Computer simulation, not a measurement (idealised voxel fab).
A process module follows: voxel transistor to metal.
Section cut is 285 nm wide and gridded with 5 nm square cells.
Cross-sections here: square-cell grids, written as top-down lists of bands, a band being one or more rows of cells. The entry gives the band's vertical extent as a top height and a bottom height in nm, then its horizontal make-up as materials from left to right, each with a width in nm. "blank" stands for empty space; a single material marked "everywhere" fills the band edge to edge. The reference from which all heights are counted is 0, the level beneath which the as-received wafer is entirely one material; the lowest band, having no lower bound, proceeds downward and is written after the example "0 and below". The expression "30..40" gives the width at the extremes of the band, the first number at its top row of cells and the second at its bottom row, with the width changing by equal amounts from each row to the next in between. Step marked "no alterations made"? Then no cell in the cross-section changed in it. "Cavities, closed" enumerates empty spaces isolated from the top, with no open way to it, that contain at least 8 cells, giving each as width x height at distance from the left edge, all three in nm. Read whatever lies past the settings on a step's line as the simulator's own remark about the step. What "overlay nm" on a step's line means: if the step has a mask, that mask lay this far to the right of its planned place, or, when the value is negative, to the left.
### Planned process steps
1) RECEIVE with material Si
2) OXIDIZE with depth nm 5
3) CONFORMAL_DEP with material SiN, thk nm 10
4) DIRECTIONAL_DEP with material aC, thk nm 10
5) PATTERN with tone cover, mask id ACTIVE, material resist, width nm 95, pitch nm 115, thk nm 30, overlay nm 0
6) DIRECTIONAL_ETCH with etch materials aC, depth nm 10
7) STRIP with etch materials resist
8) DIRECTIONAL_ETCH with etch materials SiN, depth nm 10
9) DIRECTIONAL_ETCH with etch materials SiO2, depth nm 5
10) DIRECTIONAL_ETCH with etch materials Si, depth nm 30
11) STRIP with etch materials aC
12) FILL_DEP with material SiO2, thk nm 10
13) CMP with height nm 10
14) SELECTIVE_ETCH with etch materials SiO2, depth nm 10
15) STRIP with etch materials SiN
16) SELECTIVE_ETCH with etch materials SiO2, depth nm 5
17) OXIDIZE with depth nm 5
18) DIRECTIONAL_DEP with material polySi, thk nm 25
19) DIRECTIONAL_DEP with material SiCN, thk nm 10
20) DIRECTIONAL_DEP with material aC, thk nm 15
21) PATTERN with tone cover, mask id GATE, material resist, width nm 15, pitch nm 115, thk nm 30, overlay nm 0
22) DIRECTIONAL_ETCH with etch materials aC, depth nm 15
23) STRIP with etch materials resist
24) DIRECTIONAL_ETCH with etch materials SiCN, depth nm 20
25) DIRECTIONAL_ETCH with etch materials polySi, depth nm 35
26) STRIP with etch materials aC
27) CONFORMAL_DEP with material SiO2, thk nm 5
28) DIRECTIONAL_ETCH with etch materials SiO2, depth nm 5
29) CONFORMAL_DEP with material SiN, thk nm 10
30) DIRECTIONAL_ETCH with etch materials SiN, depth nm 10
31) DIRECTIONAL_ETCH with etch materials SiO2, depth nm 5
32) EPI with material nSi, thk nm 5
33) FILL_DEP with material SiO2, thk nm 10
34) CMP with height nm 30
35) DIRECTIONAL_DEP with material SiO2, thk nm 10
36) DIRECTIONAL_DEP with material aC, thk nm 10
37) PATTERN with tone open, mask id CONTACT, material resist, width nm 25, thk nm 25, overlay nm 0
38) DIRECTIONAL_ETCH with etch materials aC, depth nm 10
39) STRIP with etch materials resist
40) DIRECTIONAL_ETCH with etch materials SiO2, depth nm 45
41) STRIP with etch materials aC
42) CONFORMAL_DEP with material TiN, thk nm 5
43) FILL_DEP with material W, thk nm 10
44) CMP with height nm 40
45) CONFORMAL_DEP with material SiN, thk nm 5
46) DIRECTIONAL_DEP with material lowk, thk nm 25
47) PATTERN with tone open, mask id METAL_1, material resist, width nm 15, thk nm 20, overlay nm 0
48) DIRECTIONAL_ETCH with etch materials lowk, depth nm 25
49) DIRECTIONAL_ETCH with etch materials SiN, depth nm 5
50) STRIP with etch materials resist
51) CONFORMAL_DEP with material TiN, thk nm 5
52) FILL_DEP with material Cu, thk nm 10
53) CMP with height nm 70
54) CONFORMAL_DEP with material SiN, thk nm 5
### What follows covers the first of two wafers; it ran as planned
### Cross-section of the incoming wafer, state after step 1
> 0 and below | Si everywhere
> Cavities, closed: none
### Cross-section: wafer state after step 2
> 0 down to -5 | SiO2 everywhere
> Everything under -5 stays put, no change at all.
### Cross-section: wafer state after step 3
> 10 down to 0 | SiN everywhere
> Everything under 0 stays put, no change at all.
### Cross-section: wafer state after step 4
> 20 down to 10 | aC everywhere
> Everything under 10 stays put, no change at all.
### Cross-section: wafer state after step 5
> 50 down to 20 | blank=35  resist=95  blank=20  resist=95  blank=40
> Everything under 20 stays put, no change at all.
### Cross-section: wafer state after step 6
> 40 down to 20 | blank=35  resist=95  blank=20  resist=95  blank=40
> 20 down to 10 | blank=35  aC=95  blank=20  aC=95  blank=40
> Everything under 10 stays put, no change at all.
### Cross-section: wafer state after step 7
> 20 down to 10 | blank=35  aC=95  blank=20  aC=95  blank=40
> Everything under 10 stays put, no change at all.
### Cross-section: wafer state after step 8
> 20 down to 10 | blank=35  aC=95  blank=20  aC=95  blank=40
> 10 down to 0 | blank=35  SiN=95  blank=20  SiN=95  blank=40
> Everything under 0 stays put, no change at all.
### Cross-section: wafer state after step 9
> 20 down to 10 | blank=35  aC=95  blank=20  aC=95  blank=40
> 10 down to 0 | blank=35  SiN=95  blank=20  SiN=95  blank=40
> 0 down to -5 | blank=35  SiO2=95  blank=20  SiO2=95  blank=40
> Everything under -5 stays put, no change at all.
### Cross-section: wafer state after step 10
> 20 down to 10 | blank=35  aC=95  blank=20  aC=95  blank=40
> 10 down to 0 | blank=35  SiN=95  blank=20  SiN=95  blank=40
> 0 down to -5 | blank=35  SiO2=95  blank=20  SiO2=95  blank=40
> -5 down to -35 | blank=35  Si=95  blank=20  Si=95  blank=40
> Everything under -35 stays put, no change at all.
### Cross-section: wafer state after step 11
> 10 down to 0 | blank=35  SiN=95  blank=20  SiN=95  blank=40
> Everything under 0 stays put, no change at all.
### Cross-section: wafer state after step 12
> 20 down to 10 | SiO2 everywhere
> 10 down to 0 | SiO2=35  SiN=95  SiO2=20  SiN=95  SiO2=40
> 0 down to -5 | SiO2 everywhere
> -5 down to -35 | SiO2=35  Si=95  SiO2=20  Si=95  SiO2=40
> Everything under -35 stays put, no change at all.
### Cross-section: wafer state after step 13
> 10 down to 0 | SiO2=35  SiN=95  SiO2=20  SiN=95  SiO2=40
> Everything under 0 stays put, no change at all.
### Cross-section: wafer state after step 14
> 10 down to 0 | blank=35  SiN=95  blank=20  SiN=95  blank=40
> Everything under 0 stays put, no change at all.
### Cross-section: wafer state after step 15
> 0 down to -5 | SiO2 everywhere
> Everything under -5 stays put, no change at all.
### Cross-section: wafer state after step 16
> -5 down to -35 | SiO2=35  Si=95  SiO2=20  Si=95  SiO2=40
> Everything under -35 stays put, no change at all.
### Cross-section: wafer state after step 17
> -5 down to -10 | SiO2 everywhere
> Everything under -10 stays put, no change at all.
### Cross-section: wafer state after step 18
> 20 down to -5 | polySi everywhere
> Everything under -5 stays put, no change at all.
### Cross-section: wafer state after step 19
> 30 down to 20 | SiCN everywhere
> Everything under 20 stays put, no change at all.
### Cross-section: wafer state after step 20
> 45 down to 30 | aC everywhere
> Everything under 30 stays put, no change at all.
### Cross-section: wafer state after step 21
> 75 down to 45 | blank=75  resist=15  blank=100  resist=15  blank=80
> Everything under 45 stays put, no change at all.
### Cross-section: wafer state after step 22
> 60 down to 45 | blank=75  resist=15  blank=100  resist=15  blank=80
> 45 down to 30 | blank=75  aC=15  blank=100  aC=15  blank=80
> Everything under 30 stays put, no change at all.
### Cross-section: wafer state after step 23
> 45 down to 30 | blank=75  aC=15  blank=100  aC=15  blank=80
> Everything under 30 stays put, no change at all.
### Cross-section: wafer state after step 24
> 45 down to 30 | blank=75  aC=15  blank=100  aC=15  blank=80
> 30 down to 20 | blank=75  SiCN=15  blank=100  SiCN=15  blank=80
> Everything under 20 stays put, no change at all.
### Cross-section: wafer state after step 25
> 45 down to 30 | blank=75  aC=15  blank=100  aC=15  blank=80
> 30 down to 20 | blank=75  SiCN=15  blank=100  SiCN=15  blank=80
> 20 down to -5 | blank=75  polySi=15  blank=100  polySi=15  blank=80
> Everything under -5 stays put, no change at all.
### Cross-section: wafer state after step 26
> 30 down to 20 | blank=75  SiCN=15  blank=100  SiCN=15  blank=80
> Everything under 20 stays put, no change at all.
### Cross-section: wafer state after step 27
> 35 down to 30 | blank=70  SiO2=25  blank=90  SiO2=25  blank=75
> 30 down to 20 | blank=70  SiO2=5  SiCN=15  SiO2=5  blank=90  SiO2=5  SiCN=15  SiO2=5  blank=75
> 20 down to 0 | blank=70  SiO2=5  polySi=15  SiO2=5  blank=90  SiO2=5  polySi=15  SiO2=5  blank=75
> 0 down to -5 | SiO2=75  polySi=15  SiO2=100  polySi=15  SiO2=80
> Everything under -5 stays put, no change at all.
### Cross-section: wafer state after step 28
> 30 down to 20 | blank=70  SiO2=5  SiCN=15  SiO2=5  blank=90  SiO2=5  SiCN=15  SiO2=5  blank=75
> 20 down to -5 | blank=70  SiO2=5  polySi=15  SiO2=5  blank=90  SiO2=5  polySi=15  SiO2=5  blank=75
> Everything under -5 stays put, no change at all.
### Cross-section: wafer state after step 29
> 40 down to 30 | blank=60  SiN=45  blank=70  SiN=45  blank=65
> 30 down to 20 | blank=60  SiN=10  SiO2=5  SiCN=15  SiO2=5  SiN=10  blank=70  SiN=10  SiO2=5  SiCN=15  SiO2=5  SiN=10  blank=65
> 20 down to 5 | blank=60  SiN=10  SiO2=5  polySi=15  SiO2=5  SiN=10  blank=70  SiN=10  SiO2=5  polySi=15  SiO2=5  SiN=10  blank=65
> 5 down to -5 | SiN=70  SiO2=5  polySi=15  SiO2=5  SiN=90  SiO2=5  polySi=15  SiO2=5  SiN=75
> Everything under -5 stays put, no change at all.
### Cross-section: wafer state after step 30
> 30 down to 20 | blank=60  SiN=10  SiO2=5  SiCN=15  SiO2=5  SiN=10  blank=70  SiN=10  SiO2=5  SiCN=15  SiO2=5  SiN=10  blank=65
> 20 down to -5 | blank=60  SiN=10  SiO2=5  polySi=15  SiO2=5  SiN=10  blank=70  SiN=10  SiO2=5  polySi=15  SiO2=5  SiN=10  blank=65
> Everything under -5 stays put, no change at all.
### Cross-section: wafer state after step 31
> 30 down to 25 | blank=60  SiN=10  blank=5  SiCN=15  blank=5  SiN=10  blank=70  SiN=10  blank=5  SiCN=15  blank=5  SiN=10  blank=65
> 25 down to 20 | blank=60  SiN=10  SiO2=5  SiCN=15  SiO2=5  SiN=10  blank=70  SiN=10  SiO2=5  SiCN=15  SiO2=5  SiN=10  blank=65
> 20 down to -5 | blank=60  SiN=10  SiO2=5  polySi=15  SiO2=5  SiN=10  blank=70  SiN=10  SiO2=5  polySi=15  SiO2=5  SiN=10  blank=65
> -5 down to -10 | blank=60  SiO2=45  blank=70  SiO2=45  blank=65
> Everything under -10 stays put, no change at all.
### Cross-section: wafer state after step 32
> 30 down to 25 | blank=60  SiN=10  blank=5  SiCN=15  blank=5  SiN=10  blank=70  SiN=10  blank=5  SiCN=15  blank=5  SiN=10  blank=65
> 25 down to 20 | blank=60  SiN=10  SiO2=5  SiCN=15  SiO2=5  SiN=10  blank=70  SiN=10  SiO2=5  SiCN=15  SiO2=5  SiN=10  blank=65
> 20 down to -5 | blank=60  SiN=10  SiO2=5  polySi=15  SiO2=5  SiN=10  blank=70  SiN=10  SiO2=5  polySi=15  SiO2=5  SiN=10  blank=65
> -5 down to -10 | blank=30  nSi=30  SiO2=45  nSi=30  blank=10  nSi=30  SiO2=45  nSi=30  blank=35
> Everything under -10 stays put, no change at all.
### Cross-section: wafer state after step 33
> 40 down to 30 | SiO2 everywhere
> 30 down to 20 | SiO2=60  SiN=10  SiO2=5  SiCN=15  SiO2=5  SiN=10  SiO2=70  SiN=10  SiO2=5  SiCN=15  SiO2=5  SiN=10  SiO2=65
> 20 down to -5 | SiO2=60  SiN=10  SiO2=5  polySi=15  SiO2=5  SiN=10  SiO2=70  SiN=10  SiO2=5  polySi=15  SiO2=5  SiN=10  SiO2=65
> -5 down to -10 | SiO2=30  nSi=30  SiO2=45  nSi=30  SiO2=10  nSi=30  SiO2=45  nSi=30  SiO2=35
> Everything under -10 stays put, no change at all.
### Cross-section: wafer state after step 34
> 30 down to 20 | SiO2=60  SiN=10  SiO2=5  SiCN=15  SiO2=5  SiN=10  SiO2=70  SiN=10  SiO2=5  SiCN=15  SiO2=5  SiN=10  SiO2=65
> Everything under 20 stays put, no change at all.
### Cross-section: wafer state after step 35
> 40 down to 30 | SiO2 everywhere
> Everything under 30 stays put, no change at all.
### Cross-section: wafer state after step 36
> 50 down to 40 | aC everywhere
> Everything under 40 stays put, no change at all.
### Cross-section: wafer state after step 37
> 75 down to 50 | resist=45  blank=25  resist=25  blank=25  resist=40  blank=25  resist=25  blank=25  resist=50
> Everything under 50 stays put, no change at all.
### Cross-section: wafer state after step 38
> 65 down to 50 | resist=45  blank=25  resist=25  blank=25  resist=40  blank=25  resist=25  blank=25  resist=50
> 50 down to 40 | aC=45  blank=25  aC=25  blank=25  aC=40  blank=25  aC=25  blank=25  aC=50
> Everything under 40 stays put, no change at all.
### Cross-section: wafer state after step 39
> 50 down to 40 | aC=45  blank=25  aC=25  blank=25  aC=40  blank=25  aC=25  blank=25  aC=50
> Everything under 40 stays put, no change at all.
### Cross-section: wafer state after step 40
> 50 down to 40 | aC=45  blank=25  aC=25  blank=25  aC=40  blank=25  aC=25  blank=25  aC=50
> 40 down to 30 | SiO2=45  blank=25  SiO2=25  blank=25  SiO2=40  blank=25  SiO2=25  blank=25  SiO2=50
> 30 down to 20 | SiO2=45  blank=15  SiN=10  SiO2=5  SiCN=15  SiO2=5  SiN=10  blank=15  SiO2=40  blank=15  SiN=10  SiO2=5  SiCN=15  SiO2=5  SiN=10  blank=15  SiO2=50
> 20 down to -5 | SiO2=45  blank=15  SiN=10  SiO2=5  polySi=15  SiO2=5  SiN=10  blank=15  SiO2=40  blank=15  SiN=10  SiO2=5  polySi=15  SiO2=5  SiN=10  blank=15  SiO2=50
> Everything under -5 stays put, no change at all.
### Cross-section: wafer state after step 41
> 40 down to 30 | SiO2=45  blank=25  SiO2=25  blank=25  SiO2=40  blank=25  SiO2=25  blank=25  SiO2=50
> Everything under 30 stays put, no change at all.
### Cross-section: wafer state after step 42
> 45 down to 40 | TiN=50  blank=15  TiN=35  blank=15  TiN=50  blank=15  TiN=35  blank=15  TiN=55
> 40 down to 30 | SiO2=45  TiN=5  blank=15..5  TiN=5..15  SiO2=25  TiN=5..15  blank=15..5  TiN=5  SiO2=40  TiN=5  blank=15..5  TiN=5..15  SiO2=25  TiN=5..15  blank=15..5  TiN=5  SiO2=50
> 30 down to 20 | SiO2=45  TiN=5  blank=5  TiN=5  SiN=10  SiO2=5  SiCN=15  SiO2=5  SiN=10  TiN=5  blank=5  TiN=5  SiO2=40  TiN=5  blank=5  TiN=5  SiN=10  SiO2=5  SiCN=15  SiO2=5  SiN=10  TiN=5  blank=5  TiN=5  SiO2=50
> 20 down to 0 | SiO2=45  TiN=5  blank=5  TiN=5  SiN=10  SiO2=5  polySi=15  SiO2=5  SiN=10  TiN=5  blank=5  TiN=5  SiO2=40  TiN=5  blank=5  TiN=5  SiN=10  SiO2=5  polySi=15  SiO2=5  SiN=10  TiN=5  blank=5  TiN=5  SiO2=50
> 0 down to -5 | SiO2=45  TiN=15  SiN=10  SiO2=5  polySi=15  SiO2=5  SiN=10  TiN=15  SiO2=40  TiN=15  SiN=10  SiO2=5  polySi=15  SiO2=5  SiN=10  TiN=15  SiO2=50
> Everything under -5 stays put, no change at all.
### Cross-section: wafer state after step 43
> 55 down to 45 | W everywhere
> 45 down to 40 | TiN=50  W=15  TiN=35  W=15  TiN=50  W=15  TiN=35  W=15  TiN=55
> 40 down to 30 | SiO2=45  TiN=5  W=15..5  TiN=5..15  SiO2=25  TiN=5..15  W=15..5  TiN=5  SiO2=40  TiN=5  W=15..5  TiN=5..15  SiO2=25  TiN=5..15  W=15..5  TiN=5  SiO2=50
> 30 down to 20 | SiO2=45  TiN=5  W=5  TiN=5  SiN=10  SiO2=5  SiCN=15  SiO2=5  SiN=10  TiN=5  W=5  TiN=5  SiO2=40  TiN=5  W=5  TiN=5  SiN=10  SiO2=5  SiCN=15  SiO2=5  SiN=10  TiN=5  W=5  TiN=5  SiO2=50
> 20 down to 0 | SiO2=45  TiN=5  W=5  TiN=5  SiN=10  SiO2=5  polySi=15  SiO2=5  SiN=10  TiN=5  W=5  TiN=5  SiO2=40  TiN=5  W=5  TiN=5  SiN=10  SiO2=5  polySi=15  SiO2=5  SiN=10  TiN=5  W=5  TiN=5  SiO2=50
> Everything under 0 stays put, no change at all.
### Cross-section: wafer state after step 44
> 40 down to 30 | SiO2=45  TiN=5  W=15..5  TiN=5..15  SiO2=25  TiN=5..15  W=15..5  TiN=5  SiO2=40  TiN=5  W=15..5  TiN=5..15  SiO2=25  TiN=5..15  W=15..5  TiN=5  SiO2=50
> Everything under 30 stays put, no change at all.
### Cross-section: wafer state after step 45
> 45 down to 40 | SiN everywhere
> Everything under 40 stays put, no change at all.
### Cross-section: wafer state after step 46
> 70 down to 45 | lowk everywhere
> Everything under 45 stays put, no change at all.
### Cross-section: wafer state after step 47
> 90 down to 70 | resist=45  blank=15  resist=45  blank=15  resist=40  blank=15  resist=45  blank=15  resist=50
> Everything under 70 stays put, no change at all.
### Cross-section: wafer state after step 48
> 90 down to 70 | resist=45  blank=15  resist=45  blank=15  resist=40  blank=15  resist=45  blank=15  resist=50
> 70 down to 45 | lowk=45  blank=15  lowk=45  blank=15  lowk=40  blank=15  lowk=45  blank=15  lowk=50
> Everything under 45 stays put, no change at all.
### Cross-section: wafer state after step 49
> 90 down to 70 | resist=45  blank=15  resist=45  blank=15  resist=40  blank=15  resist=45  blank=15  resist=50
> 70 down to 45 | lowk=45  blank=15  lowk=45  blank=15  lowk=40  blank=15  lowk=45  blank=15  lowk=50
> 45 down to 40 | SiN=45  blank=15  SiN=45  blank=15  SiN=40  blank=15  SiN=45  blank=15  SiN=50
> Everything under 40 stays put, no change at all.
### Cross-section: wafer state after step 50
> 70 down to 45 | lowk=45  blank=15  lowk=45  blank=15  lowk=40  blank=15  lowk=45  blank=15  lowk=50
> Everything under 45 stays put, no change at all.
### Cross-section: wafer state after step 51
> 75 down to 70 | TiN=50  blank=5  TiN=55  blank=5  TiN=50  blank=5  TiN=55  blank=5  TiN=55
> 70 down to 45 | lowk=45  TiN=5  blank=5  TiN=5  lowk=45  TiN=5  blank=5  TiN=5  lowk=40  TiN=5  blank=5  TiN=5  lowk=45  TiN=5  blank=5  TiN=5  lowk=50
> 45 down to 40 | SiN=45  TiN=15  SiN=45  TiN=15  SiN=40  TiN=15  SiN=45  TiN=15  SiN=50
> Everything under 40 stays put, no change at all.
### Cross-section: wafer state after step 52
> 85 down to 75 | Cu everywhere
> 75 down to 70 | TiN=50  Cu=5  TiN=55  Cu=5  TiN=50  Cu=5  TiN=55  Cu=5  TiN=55
> 70 down to 45 | lowk=45  TiN=5  Cu=5  TiN=5  lowk=45  TiN=5  Cu=5  TiN=5  lowk=40  TiN=5  Cu=5  TiN=5  lowk=45  TiN=5  Cu=5  TiN=5  lowk=50
> Everything under 45 stays put, no change at all.
### Cross-section: wafer state after step 53
> 70 down to 45 | lowk=45  TiN=5  Cu=5  TiN=5  lowk=45  TiN=5  Cu=5  TiN=5  lowk=40  TiN=5  Cu=5  TiN=5  lowk=45  TiN=5  Cu=5  TiN=5  lowk=50
> Everything under 45 stays put, no change at all.
### Cross-section: wafer state after step 54
> 75 down to 70 | SiN everywhere
> Everything under 70 stays put, no change at all.
### Notes, second wafer: start = first wafer's, plan = first wafer's, execution had one mistake; history identical to first through step 34
### Planned end of step 35: second wafer, cross-section
> 35 down to 30 | SiO2 everywhere
> Everything under 30 stays put, no change at all.
### Planned end of step 36: second wafer, cross-section
> 45 down to 35 | aC everywhere
> Everything under 35 stays put, no change at all.
### Planned end of step 37: second wafer, cross-section
> 70 down to 45 | resist=45  blank=25  resist=25  blank=25  resist=40  blank=25  resist=25  blank=25  resist=50
> Everything under 45 stays put, no change at all.
### Planned end of step 38: second wafer, cross-section
> 60 down to 45 | resist=45  blank=25  resist=25  blank=25  resist=40  blank=25  resist=25  blank=25  resist=50
> 45 down to 35 | aC=45  blank=25  aC=25  blank=25  aC=40  blank=25  aC=25  blank=25  aC=50
> Everything under 35 stays put, no change at all.
### Planned end of step 39: second wafer, cross-section
> 45 down to 35 | aC=45  blank=25  aC=25  blank=25  aC=40  blank=25  aC=25  blank=25  aC=50
> Everything under 35 stays put, no change at all.
### Planned end of step 40: second wafer, cross-section
> 45 down to 35 | aC=45  blank=25  aC=25  blank=25  aC=40  blank=25  aC=25  blank=25  aC=50
> 35 down to 30 | SiO2=45  blank=25  SiO2=25  blank=25  SiO2=40  blank=25  SiO2=25  blank=25  SiO2=50
> 30 down to 20 | SiO2=45  blank=15  SiN=10  SiO2=5  SiCN=15  SiO2=5  SiN=10  blank=15  SiO2=40  blank=15  SiN=10  SiO2=5  SiCN=15  SiO2=5  SiN=10  blank=15  SiO2=50
> 20 down to -5 | SiO2=45  blank=15  SiN=10  SiO2=5  polySi=15  SiO2=5  SiN=10  blank=15  SiO2=40  blank=15  SiN=10  SiO2=5  polySi=15  SiO2=5  SiN=10  blank=15  SiO2=50
> Everything under -5 stays put, no change at all.
### Planned end of step 41: second wafer, cross-section
> 35 down to 30 | SiO2=45  blank=25  SiO2=25  blank=25  SiO2=40  blank=25  SiO2=25  blank=25  SiO2=50
> Everything under 30 stays put, no change at all.
### Planned end of step 42: second wafer, cross-section
> 40 down to 35 | TiN=50  blank=15  TiN=35  blank=15  TiN=50  blank=15  TiN=35  blank=15  TiN=55
> 35 down to 30 | SiO2=45  TiN=5  blank=5  TiN=15  SiO2=25  TiN=15  blank=5  TiN=5  SiO2=40  TiN=5  blank=5  TiN=15  SiO2=25  TiN=15  blank=5  TiN=5  SiO2=50
> 30 down to 20 | SiO2=45  TiN=5  blank=5  TiN=5  SiN=10  SiO2=5  SiCN=15  SiO2=5  SiN=10  TiN=5  blank=5  TiN=5  SiO2=40  TiN=5  blank=5  TiN=5  SiN=10  SiO2=5  SiCN=15  SiO2=5  SiN=10  TiN=5  blank=5  TiN=5  SiO2=50
> 20 down to 0 | SiO2=45  TiN=5  blank=5  TiN=5  SiN=10  SiO2=5  polySi=15  SiO2=5  SiN=10  TiN=5  blank=5  TiN=5  SiO2=40  TiN=5  blank=5  TiN=5  SiN=10  SiO2=5  polySi=15  SiO2=5  SiN=10  TiN=5  blank=5  TiN=5  SiO2=50
> 0 down to -5 | SiO2=45  TiN=15  SiN=10  SiO2=5  polySi=15  SiO2=5  SiN=10  TiN=15  SiO2=40  TiN=15  SiN=10  SiO2=5  polySi=15  SiO2=5  SiN=10  TiN=15  SiO2=50
> Everything under -5 stays put, no change at all.
### Planned end of step 43: second wafer, cross-section
> 50 down to 40 | W everywhere
> 40 down to 35 | TiN=50  W=15  TiN=35  W=15  TiN=50  W=15  TiN=35  W=15  TiN=55
> 35 down to 30 | SiO2=45  TiN=5  W=5  TiN=15  SiO2=25  TiN=15  W=5  TiN=5  SiO2=40  TiN=5  W=5  TiN=15  SiO2=25  TiN=15  W=5  TiN=5  SiO2=50
> 30 down to 20 | SiO2=45  TiN=5  W=5  TiN=5  SiN=10  SiO2=5  SiCN=15  SiO2=5  SiN=10  TiN=5  W=5  TiN=5  SiO2=40  TiN=5  W=5  TiN=5  SiN=10  SiO2=5  SiCN=15  SiO2=5  SiN=10  TiN=5  W=5  TiN=5  SiO2=50
> 20 down to 0 | SiO2=45  TiN=5  W=5  TiN=5  SiN=10  SiO2=5  polySi=15  SiO2=5  SiN=10  TiN=5  W=5  TiN=5  SiO2=40  TiN=5  W=5  TiN=5  SiN=10  SiO2=5  polySi=15  SiO2=5  SiN=10  TiN=5  W=5  TiN=5  SiO2=50
> Everything under 0 stays put, no change at all.
### Planned end of step 44: second wafer, cross-section
> 40 down to 35 | TiN=50  W=15  TiN=35  W=15  TiN=50  W=15  TiN=35  W=15  TiN=55
> Everything under 35 stays put, no change at all.
### Planned end of step 45: second wafer, cross-section
> 45 down to 40 | SiN everywhere
> Everything under 40 stays put, no change at all.
### Planned end of step 46: second wafer, cross-section
> 70 down to 45 | lowk everywhere
> Everything under 45 stays put, no change at all.
### Planned end of step 47: second wafer, cross-section
> 90 down to 70 | resist=45  blank=15  resist=45  blank=15  resist=40  blank=15  resist=45  blank=15  resist=50
> Everything under 70 stays put, no change at all.
### Planned end of step 48: second wafer, cross-section
> 90 down to 70 | resist=45  blank=15  resist=45  blank=15  resist=40  blank=15  resist=45  blank=15  resist=50
> 70 down to 45 | lowk=45  blank=15  lowk=45  blank=15  lowk=40  blank=15  lowk=45  blank=15  lowk=50
> Everything under 45 stays put, no change at all.
### Planned end of step 49: second wafer, cross-section
> 90 down to 70 | resist=45  blank=15  resist=45  blank=15  resist=40  blank=15  resist=45  blank=15  resist=50
> 70 down to 45 | lowk=45  blank=15  lowk=45  blank=15  lowk=40  blank=15  lowk=45  blank=15  lowk=50
> 45 down to 40 | SiN=45  blank=15  SiN=45  blank=15  SiN=40  blank=15  SiN=45  blank=15  SiN=50
> Everything under 40 stays put, no change at all.
### Planned end of step 50: second wafer, cross-section
> 70 down to 45 | lowk=45  blank=15  lowk=45  blank=15  lowk=40  blank=15  lowk=45  blank=15  lowk=50
> Everything under 45 stays put, no change at all.
### Planned end of step 51: second wafer, cross-section
> 75 down to 70 | TiN=50  blank=5  TiN=55  blank=5  TiN=50  blank=5  TiN=55  blank=5  TiN=55
> 70 down to 45 | lowk=45  TiN=5  blank=5  TiN=5  lowk=45  TiN=5  blank=5  TiN=5  lowk=40  TiN=5  blank=5  TiN=5  lowk=45  TiN=5  blank=5  TiN=5  lowk=50
> 45 down to 40 | SiN=45  TiN=15  SiN=45  TiN=15  SiN=40  TiN=15  SiN=45  TiN=15  SiN=50
> Everything under 40 stays put, no change at all.
### Planned end of step 52: second wafer, cross-section
> 85 down to 75 | Cu everywhere
> 75 down to 70 | TiN=50  Cu=5  TiN=55  Cu=5  TiN=50  Cu=5  TiN=55  Cu=5  TiN=55
> 70 down to 45 | lowk=45  TiN=5  Cu=5  TiN=5  lowk=45  TiN=5  Cu=5  TiN=5  lowk=40  TiN=5  Cu=5  TiN=5  lowk=45  TiN=5  Cu=5  TiN=5  lowk=50
> Everything under 45 stays put, no change at all.
### Planned end of step 53: second wafer, cross-section
> 70 down to 45 | lowk=45  TiN=5  Cu=5  TiN=5  lowk=45  TiN=5  Cu=5  TiN=5  lowk=40  TiN=5  Cu=5  TiN=5  lowk=45  TiN=5  Cu=5  TiN=5  lowk=50
> Everything under 45 stays put, no change at all.
### Planned end of step 54: second wafer, cross-section
> 75 down to 70 | SiN everywhere
> Everything under 70 stays put, no change at all.
Want to know what went wrong? it should be noted that step 35 was executed with settings other than those planned, the operation and settings actually applied being DIRECTIONAL_DEP with material SiO2, thk nm 5
Bottom line after processing is that, in cells, the second wafer is up or down on some materials versus the first: 37 fewer of SiO2, 37 more of TiN
